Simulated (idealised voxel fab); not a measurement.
Process module under the name voxel gate over fins
Displayed cross-section: cut, width of 235 nm, square cells sized 5 nm.
Notation: cross-section as square-cell grid; stated in bands, top first, going down; one or more cell rows per band. Top height, bottom height, nm. Materials left to right, width each, nm. Single material + "full width" = fills band edge to edge. "air" = empty. Measure heights from 0. That's the level where, below it, the as-received wafer is all one material. The lowest band is bottomless and extends downward; write it as in "z 0 and below". Graded width ("30..40"): value in top row of band = first number; value in bottom row = second number; row-to-row change constant. Take "no modifications" at face value: in the step it is given for, the cross-section changed in none of its cells. For the entry "Encapsulated voids", the listed items are empty spaces with no open way to the top whose size is 8 cells or more; each item follows the pattern width x height at distance, where distance is from the left edge and all three are in nm. Heads up: the bit after the settings on a step's line is the simulator's remark on that step. The setting "overlay nm" may be written on the line of a step. When the step uses a mask, the value reports how far to the right of the planned place the mask lay, and a negative value reports that it lay to the left. Read the rest as pairs. Take the cross-section before one process step, then the cross-section after it, which shows only down to the lowest band that changed. Under the pair, find the step between them and its settings. Bear in mind that pairs may come from different runs of this module on the same starting wafer: link a pair to the pair above it only where its entry headed "Before processing" says to.
## Before processing
* z 0 and below | Si full width
* Encapsulated voids: none
## As Processed
* z 10 to 0 | SiN full width
* Note: structure below 0 unchanged.
* Encapsulated voids: none
Name the step between the before and after sections above: CONFORMAL_DEP,material SiN,thk nm 10
Before processing: per the after cross-section of the pair just above.
## As Processed
* z 25 to 10 | aC full width
* Note: structure below 10 unchanged.
* Encapsulated voids: none
Name the step between the before and after sections above: DIRECTIONAL_DEP,material aC,thk nm 15
Before processing: per the after cross-section of the pair just above.
## As Processed
* z 60 to 25 | 85 nm air, then 15 nm resist, then 30 nm air, then 15 nm resist, then 90 nm air
* Note: structure below 25 unchanged.
* Encapsulated voids: none
Name the step between the before and after sections above: PATTERN,tone cover,mask id FINS,material resist,width nm 15,pitch nm 45,thk nm 35,overlay nm 0
Before processing: per the after cross-section of the pair just above.
## As Processed
* z 45 to 25 | 85 nm air, then 15 nm resist, then 30 nm air, then 15 nm resist, then 90 nm air
* z 25 to 10 | 85 nm air, then 15 nm aC, then 30 nm air, then 15 nm aC, then 90 nm air
* Note: structure below 10 unchanged.
* Encapsulated voids: none
Name the step between the before and after sections above: DIRECTIONAL_ETCH,etch materials aC,depth nm 15
Before processing: per the after cross-section of the pair just above.
## As Processed
* z 25 to 10 | 85 nm air, then 15 nm aC, then 30 nm air, then 15 nm aC, then 90 nm air
* Note: structure below 10 unchanged.
* Encapsulated voids: none
Name the step between the before and after sections above: STRIP,etch materials resist
Before processing: per the after cross-section of the pair just above.
## As Processed
* z 25 to 10 | 85 nm air, then 15 nm aC, then 30 nm air, then 15 nm aC, then 90 nm air
* z 10 to 0 | 85 nm air, then 15 nm SiN, then 30 nm air, then 15 nm SiN, then 90 nm air
* Note: structure below 0 unchanged.
* Encapsulated voids: none
Name the step between the before and after sections above: DIRECTIONAL_ETCH,etch materials SiN,depth nm 10
Before processing: per the after cross-section of the pair just above.
## As Processed
* z 25 to 10 | 85 nm air, then 15 nm aC, then 30 nm air, then 15 nm aC, then 90 nm air
* z 10 to 0 | 85 nm air, then 15 nm SiN, then 30 nm air, then 15 nm SiN, then 90 nm air
* z 0 to -40 | 85 nm air, then 15 nm Si, then 30 nm air, then 15 nm Si, then 90 nm air
* Note: structure below -40 unchanged.
* Encapsulated voids: none
Name the step between the before and after sections above: DIRECTIONAL_ETCH,etch materials Si,depth nm 40
Before processing: per the after cross-section of the pair just above.
## As Processed
* z 10 to 0 | 85 nm air, then 15 nm SiN, then 30 nm air, then 15 nm SiN, then 90 nm air
* Note: structure below 0 unchanged.
* Encapsulated voids: none
Name the step between the before and after sections above: STRIP,etch materials aC
Before processing: per the after cross-section of the pair just above.
## As Processed
* z 10 to 0 | 85 nm air, then 15 nm SiN, then 30 nm air, then 15 nm SiN, then 90 nm air
* z 0 to -40 | 85 nm air, then 5 nm SiO2, then 5 nm Si, then 5 nm SiO2, then 30 nm air, then 5 nm SiO2, then 5 nm Si, then 5 nm SiO2, then 90 nm air
* z -40 to -45 | 90 nm SiO2, then 5 nm Si, then 40 nm SiO2, then 5 nm Si, then 95 nm SiO2
* Note: structure below -45 unchanged.
* Encapsulated voids: none
Name the step between the before and after sections above: OXIDIZE,depth nm 5
Before processing: per the after cross-section of the pair just above.
## As Processed
* z 15 to 10 | SiO2 full width
* z 10 to 0 | 85 nm SiO2, then 15 nm SiN, then 30 nm SiO2, then 15 nm SiN, then 90 nm SiO2
* z 0 to -45 | 90 nm SiO2, then 5 nm Si, then 40 nm SiO2, then 5 nm Si, then 95 nm SiO2
* Note: structure below -45 unchanged.
* Encapsulated voids: none
Name the step between the before and after sections above: FILL_DEP,material SiO2,thk nm 5
Before processing: per the after cross-section of the pair just above.
## As Processed
* z 10 to 0 | 85 nm SiO2, then 15 nm SiN, then 30 nm SiO2, then 15 nm SiN, then 90 nm SiO2
* Note: structure below 0 unchanged.
* Encapsulated voids: none
Name the step between the before and after sections above: CMP,height nm 10
Before processing: per the after cross-section of the pair just above.
## As Processed
* z 10 to 0 | 85 nm air, then 15 nm SiN, then 30 nm air, then 15 nm SiN, then 90 nm air
* z 0 to -10 | 90 nm air, then 5 nm Si, then 40 nm air, then 5 nm Si, then 95 nm air
* Note: structure below -10 unchanged.
* Encapsulated voids: none
Name the step between the before and after sections above: SELECTIVE_ETCH,etch materials SiO2,depth nm 20
Before processing: per the after cross-section of the pair just above.
## As Processed
* z 0 to -10 | 90 nm air, then 5 nm Si, then 40 nm air, then 5 nm Si, then 95 nm air
* Note: structure below -10 unchanged.
* Encapsulated voids: none
Name the step between the before and after sections above: STRIP,etch materials SiN
Before processing: per the after cross-section of the pair just above.
## As Processed
* z 5 to 0 | 85 nm air, then 15 nm HfO2, then 30 nm air, then 15 nm HfO2, then 90 nm air
* z 0 to -5 | 85 nm air, then 5 nm HfO2, then 5 nm Si, then 5 nm HfO2, then 30 nm air, then 5 nm HfO2, then 5 nm Si, then 5 nm HfO2, then 90 nm air
* z -5 to -10 | 90 nm HfO2, then 5 nm Si, then 40 nm HfO2, then 5 nm Si, then 95 nm HfO2
* Note: structure below -10 unchanged.
* Encapsulated voids: none
Name the step between the before and after sections above: CONFORMAL_DEP,material HfO2,thk nm 5
Before processing: per the after cross-section of the pair just above.
## As Processed
* z 10 to 5 | 80 nm air, then 25 nm TiN, then 20 nm air, then 25 nm TiN, then 85 nm air
* z 5 to 0 | 80 nm air, then 5 nm TiN, then 15 nm HfO2, then 5 nm TiN, then 20 nm air, then 5 nm TiN, then 15 nm HfO2, then 5 nm TiN, then 85 nm air
* z 0 to -5 | 85 nm TiN, then 5 nm HfO2, then 5 nm Si, then 5 nm HfO2, then 30 nm TiN, then 5 nm HfO2, then 5 nm Si, then 5 nm HfO2, then 90 nm TiN
* Note: structure below -5 unchanged.
* Encapsulated voids: none
Name the step between the before and after sections above: CONFORMAL_DEP,material TiN,thk nm 5
Before processing: per the after cross-section of the pair just above.
## As Processed
* z 20 to 10 | W full width
* z 10 to 5 | 80 nm W, then 25 nm TiN, then 20 nm W, then 25 nm TiN, then 85 nm W
* z 5 to 0 | 80 nm W, then 5 nm TiN, then 15 nm HfO2, then 5 nm TiN, then 20 nm W, then 5 nm TiN, then 15 nm HfO2, then 5 nm TiN, then 85 nm W
* Note: structure below 0 unchanged.
* Encapsulated voids: none
Name the step between the before and after sections above: FILL_DEP,material W,thk nm 10
Before processing: per the after cross-section of the pair just above.
## As Processed
* z 15 to 10 | W full width
* Note: structure below 10 unchanged.
* Encapsulated voids: none
Name the step between the before and after sections above: CMP,height nm 15
Before processing: per the after cross-section of the pair just above.
## As Processed
* z 25 to 15 | SiN full width
* Note: structure below 15 unchanged.
* Encapsulated voids: none
Name the step between the before and after sections above: CONFORMAL_DEP,material SiN,thk nm 10
## Before processing
* z 0 to -10 | 90 nm air, then 5 nm Si, then 40 nm air, then 5 nm Si, then 95 nm air
* z -10 to -45 | 90 nm SiO2, then 5 nm Si, then 40 nm SiO2, then 5 nm Si, then 95 nm SiO2
* z -45 and below | Si full width
* Encapsulated voids: none
## As Processed
* z 5 to 0 | 85 nm air, then 15 nm TiN, then 30 nm air, then 15 nm TiN, then 90 nm air
* z 0 to -5 | 85 nm air, then 5 nm TiN, then 5 nm Si, then 5 nm TiN, then 30 nm air, then 5 nm TiN, then 5 nm Si, then 5 nm TiN, then 90 nm air
* z -5 to -10 | 90 nm TiN, then 5 nm Si, then 40 nm TiN, then 5 nm Si, then 95 nm TiN
* Note: structure below -10 unchanged.
* Encapsulated voids: none
Name the step between the before and after sections above: CONFORMAL_DEP,material TiN,thk nm 5
Before processing: per the after cross-section of the pair just above.
## As Processed
* z 15 to 5 | W full width
* z 5 to 0 | 85 nm W, then 15 nm TiN, then 30 nm W, then 15 nm TiN, then 90 nm W
* z 0 to -5 | 85 nm W, then 5 nm TiN, then 5 nm Si, then 5 nm TiN, then 30 nm W, then 5 nm TiN, then 5 nm Si, then 5 nm TiN, then 90 nm W
* Note: structure below -5 unchanged.
* Encapsulated voids: none
Name the step between the before and after sections above: FILL_DEP,material W,thk nm 10
Before processing: per the after cross-section of the pair just above.
## As Processed
* z 25 to 15 | SiN full width
* Note: structure below 15 unchanged.
* Encapsulated voids: none
Name the step between the before and after sections above: CONFORMAL_DEP,material SiN,thk nm 10
## Before processing
* z 25 to 10 | 85 nm air, then 15 nm aC, then 30 nm air, then 15 nm aC, then 90 nm air
* z 10 to 0 | 85 nm air, then 15 nm SiN, then 30 nm air, then 15 nm SiN, then 90 nm air
* z 0 to -40 | 85 nm air, then 15 nm Si, then 30 nm air, then 15 nm Si, then 90 nm air
* z -40 and below | Si full width
* Encapsulated voids: none
## As Processed
* z 25 to 10 | 85 nm air, then 15 nm aC, then 30 nm air, then 15 nm aC, then 90 nm air
* z 10 to 0 | 85 nm air, then 15 nm SiN, then 30 nm air, then 15 nm SiN, then 90 nm air
* z 0 to -80 | 85 nm air, then 15 nm Si, then 30 nm air, then 15 nm Si, then 90 nm air
* Note: structure below -80 unchanged.
* Encapsulated voids: none
Name the step between the before and after sections above: DIRECTIONAL_ETCH,etch materials Si,depth nm 40
Before processing: per the after cross-section of the pair just above.
## As Processed
* z 10 to 0 | 85 nm air, then 15 nm SiN, then 30 nm air, then 15 nm SiN, then 90 nm air
* Note: structure below 0 unchanged.
* Encapsulated voids: none
Name the step between the before and after sections above: STRIP,etch materials aC
Before processing: per the after cross-section of the pair just above.
## As Processed
* z 10 to 0 | 85 nm air, then 15 nm SiN, then 30 nm air, then 15 nm SiN, then 90 nm air
* z 0 to -80 | 85 nm air, then 5 nm SiO2, then 5 nm Si, then 5 nm SiO2, then 30 nm air, then 5 nm SiO2, then 5 nm Si, then 5 nm SiO2, then 90 nm air
* z -80 to -85 | 90 nm SiO2, then 5 nm Si, then 40 nm SiO2, then 5 nm Si, then 95 nm SiO2
* Note: structure below -85 unchanged.
* Encapsulated voids: none
Name the step between the before and after sections above: OXIDIZE,depth nm 5
Before processing: per the after cross-section of the pair just above.
## As Processed
* z 15 to 10 | SiO2 full width
* z 10 to 0 | 85 nm SiO2, then 15 nm SiN, then 30 nm SiO2, then 15 nm SiN, then 90 nm SiO2
* z 0 to -85 | 90 nm SiO2, then 5 nm Si, then 40 nm SiO2, then 5 nm Si, then 95 nm SiO2
* Note: structure below -85 unchanged.
* Encapsulated voids: none
Name the step between the before and after sections above: FILL_DEP,material SiO2,thk nm 5
Before processing: per the after cross-section of the pair just above.
## As Processed
* z 10 to 0 | 85 nm SiO2, then 15 nm SiN, then 30 nm SiO2, then 15 nm SiN, then 90 nm SiO2
* Note: structure below 0 unchanged.
* Encapsulated voids: none
Name the step between the before and after sections above: CMP,height nm 10
Before processing: per the after cross-section of the pair just above.
## As Processed
* z 10 to 0 | 85 nm air, then 15 nm SiN, then 30 nm air, then 15 nm SiN, then 90 nm air
* z 0 to -10 | 90 nm air, then 5 nm Si, then 40 nm air, then 5 nm Si, then 95 nm air
* Note: structure below -10 unchanged.
* Encapsulated voids: none
Name the step between the before and after sections above: SELECTIVE_ETCH,etch materials SiO2,depth nm 20
Before processing: per the after cross-section of the pair just above.
## As Processed
* z 0 to -10 | 90 nm air, then 5 nm Si, then 40 nm air, then 5 nm Si, then 95 nm air
* Note: structure below -10 unchanged.
* Encapsulated voids: none
Name the step between the before and after sections above: STRIP,etch materials SiN
Before processing: per the after cross-section of the pair just above.
## As Processed
* z 5 to 0 | 85 nm air, then 15 nm HfO2, then 30 nm air, then 15 nm HfO2, then 90 nm air
* z 0 to -5 | 85 nm air, then 5 nm HfO2, then 5 nm Si, then 5 nm HfO2, then 30 nm air, then 5 nm HfO2, then 5 nm Si, then 5 nm HfO2, then 90 nm air
* z -5 to -10 | 90 nm HfO2, then 5 nm Si, then 40 nm HfO2, then 5 nm Si, then 95 nm HfO2
* Note: structure below -10 unchanged.
* Encapsulated voids: none
Name the step between the before and after sections above: CONFORMAL_DEP,material HfO2,thk nm 5
Before processing: per the after cross-section of the pair just above.
## As Processed
* z 10 to 5 | 80 nm air, then 25 nm TiN, then 20 nm air, then 25 nm TiN, then 85 nm air
* z 5 to 0 | 80 nm air, then 5 nm TiN, then 15 nm HfO2, then 5 nm TiN, then 20 nm air, then 5 nm TiN, then 15 nm HfO2, then 5 nm TiN, then 85 nm air
* z 0 to -5 | 85 nm TiN, then 5 nm HfO2, then 5 nm Si, then 5 nm HfO2, then 30 nm TiN, then 5 nm HfO2, then 5 nm Si, then 5 nm HfO2, then 90 nm TiN
* Note: structure below -5 unchanged.
* Encapsulated voids: none
Name the step between the before and after sections above: CONFORMAL_DEP,material TiN,thk nm 5
Before processing: per the after cross-section of the pair just above.
## As Processed
* z 20 to 10 | W full width
* z 10 to 5 | 80 nm W, then 25 nm TiN, then 20 nm W, then 25 nm TiN, then 85 nm W
* z 5 to 0 | 80 nm W, then 5 nm TiN, then 15 nm HfO2, then 5 nm TiN, then 20 nm W, then 5 nm TiN, then 15 nm HfO2, then 5 nm TiN, then 85 nm W
* Note: structure below 0 unchanged.
* Encapsulated voids: none
Name the step between the before and after sections above: FILL_DEP,material W,thk nm 10
Before processing: per the after cross-section of the pair just above.
## As Processed
* z 15 to 10 | W full width
* Note: structure below 10 unchanged.
* Encapsulated voids: none
Name the step between the before and after sections above: CMP,height nm 15
Before processing: per the after cross-section of the pair just above.
## As Processed
* z 25 to 15 | SiN full width
* Note: structure below 15 unchanged.
* Encapsulated voids: none
Name the step between the before and after sections above: CONFORMAL_DEP,material SiN,thk nm 10
## Before processing
* z 10 to 0 | 85 nm SiO2, then 15 nm SiN, then 30 nm SiO2, then 15 nm SiN, then 90 nm SiO2
* z 0 to -45 | 90 nm SiO2, then 5 nm Si, then 40 nm SiO2, then 5 nm Si, then 95 nm SiO2
* z -45 and below | Si full width
* Encapsulated voids: none
## As Processed
* z 10 to 0 | 85 nm SiO2, then 15 nm air, then 30 nm SiO2, then 15 nm air, then 90 nm SiO2
* Note: structure below 0 unchanged.
* Encapsulated voids: none
Name the step between the before and after sections above: STRIP,etch materials SiN
Before processing: per the after cross-section of the pair just above.
## As Processed
* z 0 to -10 | 90 nm air, then 5 nm Si, then 40 nm air, then 5 nm Si, then 95 nm air
* z -10 to -20 | 65 nm SiO2, then 25 nm air, then 5 nm Si, then 40 nm air, then 5 nm Si, then 25 nm air, then 70 nm SiO2
* Note: structure below -20 unchanged.
* Encapsulated voids: none
Name the step between the before and after sections above: SELECTIVE_ETCH,etch materials SiO2,depth nm 20
Before processing: per the after cross-section of the pair just above.
## As Processed
* z 5 to 0 | 85 nm air, then 15 nm HfO2, then 30 nm air, then 15 nm HfO2, then 90 nm air
* z 0 to -5 | 85 nm air, then 5 nm HfO2, then 5 nm Si, then 5 nm HfO2, then 30 nm air, then 5 nm HfO2, then 5 nm Si, then 5 nm HfO2, then 90 nm air
* z -5 to -10 | 70 nm HfO2, then 15 nm air, then 5 nm HfO2, then 5 nm Si, then 5 nm HfO2, then 30 nm air, then 5 nm HfO2, then 5 nm Si, then 5 nm HfO2, then 15 nm air, then 75 nm HfO2
* z -10 to -15 | 65 nm SiO2, then 5 nm HfO2, then 15 nm air, then 5 nm HfO2, then 5 nm Si, then 5 nm HfO2, then 30 nm air, then 5 nm HfO2, then 5 nm Si, then 5 nm HfO2, then 15 nm air, then 5 nm HfO2, then 70 nm SiO2
* z -15 to -20 | 65 nm SiO2, then 25 nm HfO2, then 5 nm Si, then 40 nm HfO2, then 5 nm Si, then 25 nm HfO2, then 70 nm SiO2
* Note: structure below -20 unchanged.
* Encapsulated voids: none
Name the step between the before and after sections above: CONFORMAL_DEP,material HfO2,thk nm 5
Before processing: per the after cross-section of the pair just above.
## As Processed
* z 10 to 5 | 80 nm air, then 25 nm TiN, then 20 nm air, then 25 nm TiN, then 85 nm air
* z 5 to 0 | 80 nm air, then 5 nm TiN, then 15 nm HfO2, then 5 nm TiN, then 20 nm air, then 5 nm TiN, then 15 nm HfO2, then 5 nm TiN, then 85 nm air
* z 0 to -5 | 75 nm TiN, then 5 nm air, then 5 nm TiN, then 5 nm HfO2, then 5 nm Si, then 5 nm HfO2, then 5 nm TiN, then 20 nm air, then 5 nm TiN, then 5 nm HfO2, then 5 nm Si, then 5 nm HfO2, then 5 nm TiN, then 5 nm air, then 80 nm TiN
* z -5 to -10 | 70 nm HfO2, then 5 nm TiN, then 5 nm air, then 5 nm TiN, then 5 nm HfO2, then 5 nm Si, then 5 nm HfO2, then 5 nm TiN, then 20 nm air, then 5 nm TiN, then 5 nm HfO2, then 5 nm Si, then 5 nm HfO2, then 5 nm TiN, then 5 nm air, then 5 nm TiN, then 75 nm HfO2
* z -10 to -15 | 65 nm SiO2, then 5 nm HfO2, then 15 nm TiN, then 5 nm HfO2, then 5 nm Si, then 5 nm HfO2, then 30 nm TiN, then 5 nm HfO2, then 5 nm Si, then 5 nm HfO2, then 15 nm TiN, then 5 nm HfO2, then 70 nm SiO2
* Note: structure below -15 unchanged.
* Encapsulated voids: none
Name the step between the before and after sections above: CONFORMAL_DEP,material TiN,thk nm 5
Before processing: per the after cross-section of the pair just above.
## As Processed
* z 20 to 10 | W full width
* z 10 to 5 | 80 nm W, then 25 nm TiN, then 20 nm W, then 25 nm TiN, then 85 nm W
* z 5 to 0 | 80 nm W, then 5 nm TiN, then 15 nm HfO2, then 5 nm TiN, then 20 nm W, then 5 nm TiN, then 15 nm HfO2, then 5 nm TiN, then 85 nm W
* z 0 to -5 | 75 nm TiN, then 5 nm W, then 5 nm TiN, then 5 nm HfO2, then 5 nm Si, then 5 nm HfO2, then 5 nm TiN, then 20 nm W, then 5 nm TiN, then 5 nm HfO2, then 5 nm Si, then 5 nm HfO2, then 5 nm TiN, then 5 nm W, then 80 nm TiN
* z -5 to -10 | 70 nm HfO2, then 5 nm TiN, then 5 nm W, then 5 nm TiN, then 5 nm HfO2, then 5 nm Si, then 5 nm HfO2, then 5 nm TiN, then 20 nm W, then 5 nm TiN, then 5 nm HfO2, then 5 nm Si, then 5 nm HfO2, then 5 nm TiN, then 5 nm W, then 5 nm TiN, then 75 nm HfO2
* Note: structure below -10 unchanged.
* Encapsulated voids: none
Name the step between the before and after sections above: FILL_DEP,material W,thk nm 10
Before processing: per the after cross-section of the pair just above.
## As Processed
* z 15 to 10 | W full width
* Note: structure below 10 unchanged.
* Encapsulated voids: none
Name the step between the before and after sections above: CMP,height nm 15
Before processing: per the after cross-section of the pair just above.
## As Processed
* z 25 to 15 | SiN full width
* Note: structure below 15 unchanged.
* Encapsulated voids: none
Name the step between the before and after sections above: CONFORMAL_DEP,material SiN,thk nm 10
## Before processing
* z 20 to 10 | W full width
* z 10 to 5 | 80 nm W, then 25 nm TiN, then 20 nm W, then 25 nm TiN, then 85 nm W
* z 5 to 0 | 80 nm W, then 5 nm TiN, then 15 nm HfO2, then 5 nm TiN, then 20 nm W, then 5 nm TiN, then 15 nm HfO2, then 5 nm TiN, then 85 nm W
* z 0 to -5 | 85 nm TiN, then 5 nm HfO2, then 5 nm Si, then 5 nm HfO2, then 30 nm TiN, then 5 nm HfO2, then 5 nm Si, then 5 nm HfO2, then 90 nm TiN
* z -5 to -10 | 90 nm HfO2, then 5 nm Si, then 40 nm HfO2, then 5 nm Si, then 95 nm HfO2
* z -10 to -45 | 90 nm SiO2, then 5 nm Si, then 40 nm SiO2, then 5 nm Si, then 95 nm SiO2
* z -45 and below | Si full width
* Encapsulated voids: none
## As Processed
* z 10 to 5 | 80 nm W, then 25 nm TiN, then 20 nm W, then 25 nm TiN, then 85 nm W
* Note: structure below 5 unchanged.
* Encapsulated voids: none
Name the step between the before and after sections above: CMP,height nm 10
Before processing: per the after cross-section of the pair just above.
## As Processed
* z 20 to 10 | SiN full width
* Note: structure below 10 unchanged.
* Encapsulated voids: none
Name the step between the before and after sections above: CONFORMAL_DEP,material SiN,thk nm 10
## Before processing
* z 25 to 10 | aC full width
* z 10 to 0 | SiN full width
* z 0 and below | Si full width
* Encapsulated voids: none
## As Processed
* z 60 to 25 | 80 nm air, then 25 nm resist, then 20 nm air, then 25 nm resist, then 85 nm air
* Note: structure below 25 unchanged.
* Encapsulated voids: none
Name the step between the before and after sections above: PATTERN,tone cover,mask id FINS,material resist,width nm 25,pitch nm 45,thk nm 35,overlay nm 0
Before processing: per the after cross-section of the pair just above.
## As Processed
* z 45 to 25 | 80 nm air, then 25 nm resist, then 20 nm air, then 25 nm resist, then 85 nm air
* z 25 to 10 | 80 nm air, then 25 nm aC, then 20 nm air, then 25 nm aC, then 85 nm air
* Note: structure below 10 unchanged.
* Encapsulated voids: none
Name the step between the before and after sections above: DIRECTIONAL_ETCH,etch materials aC,depth nm 15
Before processing: per the after cross-section of the pair just above.
## As Processed
* z 25 to 10 | 80 nm air, then 25 nm aC, then 20 nm air, then 25 nm aC, then 85 nm air
* Note: structure below 10 unchanged.
* Encapsulated voids: none
Name the step between the before and after sections above: STRIP,etch materials resist
Before processing: per the after cross-section of the pair just above.
## As Processed
* z 25 to 10 | 80 nm air, then 25 nm aC, then 20 nm air, then 25 nm aC, then 85 nm air
* z 10 to 0 | 80 nm air, then 25 nm SiN, then 20 nm air, then 25 nm SiN, then 85 nm air
* Note: structure below 0 unchanged.
* Encapsulated voids: none
Name the step between the before and after sections above: DIRECTIONAL_ETCH,etch materials SiN,depth nm 10
Before processing: per the after cross-section of the pair just above.
## As Processed
* z 25 to 10 | 80 nm air, then 25 nm aC, then 20 nm air, then 25 nm aC, then 85 nm air
* z 10 to 0 | 80 nm air, then 25 nm SiN, then 20 nm air, then 25 nm SiN, then 85 nm air
* z 0 to -40 | 80 nm air, then 25 nm Si, then 20 nm air, then 25 nm Si, then 85 nm air
* Note: structure below -40 unchanged.
* Encapsulated voids: none
Name the step between the before and after sections above: DIRECTIONAL_ETCH,etch materials Si,depth nm 40
Before processing: per the after cross-section of the pair just above.
## As Processed
* z 10 to 0 | 80 nm air, then 25 nm SiN, then 20 nm air, then 25 nm SiN, then 85 nm air
* Note: structure below 0 unchanged.
* Encapsulated voids: none
Name the step between the before and after sections above: STRIP,etch materials aC
Before processing: per the after cross-section of the pair just above.
## As Processed
* z 10 to 0 | 80 nm air, then 25 nm SiN, then 20 nm air, then 25 nm SiN, then 85 nm air
* z 0 to -40 | 80 nm air, then 5 nm SiO2, then 15 nm Si, then 5 nm SiO2, then 20 nm air, then 5 nm SiO2, then 15 nm Si, then 5 nm SiO2, then 85 nm air
* z -40 to -45 | 85 nm SiO2, then 15 nm Si, then 30 nm SiO2, then 15 nm Si, then 90 nm SiO2
* Note: structure below -45 unchanged.
* Encapsulated voids: none
Name the step between the before and after sections above: OXIDIZE,depth nm 5
Before processing: per the after cross-section of the pair just above.
## As Processed
* z 15 to 10 | SiO2 full width
* z 10 to 0 | 80 nm SiO2, then 25 nm SiN, then 20 nm SiO2, then 25 nm SiN, then 85 nm SiO2
* z 0 to -45 | 85 nm SiO2, then 15 nm Si, then 30 nm SiO2, then 15 nm Si, then 90 nm SiO2
* Note: structure below -45 unchanged.
* Encapsulated voids: none
Name the step between the before and after sections above: FILL_DEP,material SiO2,thk nm 5
Before processing: per the after cross-section of the pair just above.
## As Processed
* z 10 to 0 | 80 nm SiO2, then 25 nm SiN, then 20 nm SiO2, then 25 nm SiN, then 85 nm SiO2
* Note: structure below 0 unchanged.
* Encapsulated voids: none
Name the step between the before and after sections above: CMP,height nm 10
Before processing: per the after cross-section of the pair just above.
## As Processed
* z 10 to 0 | 80 nm air, then 25 nm SiN, then 20 nm air, then 25 nm SiN, then 85 nm air
* z 0 to -10 | 85 nm air, then 15 nm Si, then 30 nm air, then 15 nm Si, then 90 nm air
* Note: structure below -10 unchanged.
* Encapsulated voids: none
Name the step between the before and after sections above: SELECTIVE_ETCH,etch materials SiO2,depth nm 20
Before processing: per the after cross-section of the pair just above.
## As Processed
* z 0 to -10 | 85 nm air, then 15 nm Si, then 30 nm air, then 15 nm Si, then 90 nm air
* Note: structure below -10 unchanged.
* Encapsulated voids: none
Name the step between the before and after sections above: STRIP,etch materials SiN
Before processing: per the after cross-section of the pair just above.
## As Processed
* z 5 to 0 | 80 nm air, then 25 nm HfO2, then 20 nm air, then 25 nm HfO2, then 85 nm air
* z 0 to -5 | 80 nm air, then 5 nm HfO2, then 15 nm Si, then 5 nm HfO2, then 20 nm air, then 5 nm HfO2, then 15 nm Si, then 5 nm HfO2, then 85 nm air
* z -5 to -10 | 85 nm HfO2, then 15 nm Si, then 30 nm HfO2, then 15 nm Si, then 90 nm HfO2
* Note: structure below -10 unchanged.
* Encapsulated voids: none
Name the step between the before and after sections above: CONFORMAL_DEP,material HfO2,thk nm 5
Before processing: per the after cross-section of the pair just above.
## As Processed
* z 10 to 5 | 75 nm air, then 35 nm TiN, then 10 nm air, then 35 nm TiN, then 80 nm air
* z 5 to 0 | 75 nm air, then 5 nm TiN, then 25 nm HfO2, then 5 nm TiN, then 10 nm air, then 5 nm TiN, then 25 nm HfO2, then 5 nm TiN, then 80 nm air
* z 0 to -5 | 80 nm TiN, then 5 nm HfO2, then 15 nm Si, then 5 nm HfO2, then 20 nm TiN, then 5 nm HfO2, then 15 nm Si, then 5 nm HfO2, then 85 nm TiN
* Note: structure below -5 unchanged.
* Encapsulated voids: none
Name the step between the before and after sections above: CONFORMAL_DEP,material TiN,thk nm 5
Before processing: per the after cross-section of the pair just above.
## As Processed
* z 20 to 10 | W full width
* z 10 to 5 | 75 nm W, then 35 nm TiN, then 10 nm W, then 35 nm TiN, then 80 nm W
* z 5 to 0 | 75 nm W, then 5 nm TiN, then 25 nm HfO2, then 5 nm TiN, then 10 nm W, then 5 nm TiN, then 25 nm HfO2, then 5 nm TiN, then 80 nm W
* Note: structure below 0 unchanged.
* Encapsulated voids: none
Name the step between the before and after sections above: FILL_DEP,material W,thk nm 10
Before processing: per the after cross-section of the pair just above.
## As Processed
* z 15 to 10 | W full width
* Note: structure below 10 unchanged.
* Encapsulated voids: none
Name the step between the before and after sections above: CMP,height nm 15
Before processing: per the after cross-section of the pair just above.
## As Processed
* z 25 to 15 | SiN full width
* Note: structure below 15 unchanged.
* Encapsulated voids: none
Name the step between the before and after sections above: CONFORMAL_DEP,material SiN,thk nm 10
## Before processing
* z 25 to 10 | aC full width
* z 10 to 0 | SiN full width
* z 0 and below | Si full width
* Encapsulated voids: none
## As Processed
* z 60 to 25 | 90 nm air, then 15 nm resist, then 30 nm air, then 15 nm resist, then 85 nm air
* Note: structure below 25 unchanged.
* Encapsulated voids: none
Name the step between the before and after sections above: PATTERN,tone cover,mask id FINS,material resist,width nm 15,pitch nm 45,thk nm 35,overlay nm 5
Before processing: per the after cross-section of the pair just above.
## As Processed
* z 45 to 25 | 90 nm air, then 15 nm resist, then 30 nm air, then 15 nm resist, then 85 nm air
* z 25 to 10 | 90 nm air, then 15 nm aC, then 30 nm air, then 15 nm aC, then 85 nm air
* Note: structure below 10 unchanged.
* Encapsulated voids: none
Name the step between the before and after sections above: DIRECTIONAL_ETCH,etch materials aC,depth nm 15
Before processing: per the after cross-section of the pair just above.
## As Processed
* z 25 to 10 | 90 nm air, then 15 nm aC, then 30 nm air, then 15 nm aC, then 85 nm air
* Note: structure below 10 unchanged.
* Encapsulated voids: none
Name the step between the before and after sections above: STRIP,etch materials resist
Before processing: per the after cross-section of the pair just above.
## As Processed
* z 25 to 10 | 90 nm air, then 15 nm aC, then 30 nm air, then 15 nm aC, then 85 nm air
* z 10 to 0 | 90 nm air, then 15 nm SiN, then 30 nm air, then 15 nm SiN, then 85 nm air
* Note: structure below 0 unchanged.
* Encapsulated voids: none
Name the step between the before and after sections above: DIRECTIONAL_ETCH,etch materials SiN,depth nm 10
Before processing: per the after cross-section of the pair just above.
## As Processed
* z 25 to 10 | 90 nm air, then 15 nm aC, then 30 nm air, then 15 nm aC, then 85 nm air
* z 10 to 0 | 90 nm air, then 15 nm SiN, then 30 nm air, then 15 nm SiN, then 85 nm air
* z 0 to -40 | 90 nm air, then 15 nm Si, then 30 nm air, then 15 nm Si, then 85 nm air
* Note: structure below -40 unchanged.
* Encapsulated voids: none
Name the step between the before and after sections above: DIRECTIONAL_ETCH,etch materials Si,depth nm 40
Before processing: per the after cross-section of the pair just above.
## As Processed
* z 10 to 0 | 90 nm air, then 15 nm SiN, then 30 nm air, then 15 nm SiN, then 85 nm air
* Note: structure below 0 unchanged.
* Encapsulated voids: none
Name the step between the before and after sections above: STRIP,etch materials aC
Before processing: per the after cross-section of the pair just above.
## As Processed
* z 10 to 0 | 90 nm air, then 15 nm SiN, then 30 nm air, then 15 nm SiN, then 85 nm air
* z 0 to -40 | 90 nm air, then 5 nm SiO2, then 5 nm Si, then 5 nm SiO2, then 30 nm air, then 5 nm SiO2, then 5 nm Si, then 5 nm SiO2, then 85 nm air
* z -40 to -45 | 95 nm SiO2, then 5 nm Si, then 40 nm SiO2, then 5 nm Si, then 90 nm SiO2
* Note: structure below -45 unchanged.
* Encapsulated voids: none
Name the step between the before and after sections above: OXIDIZE,depth nm 5
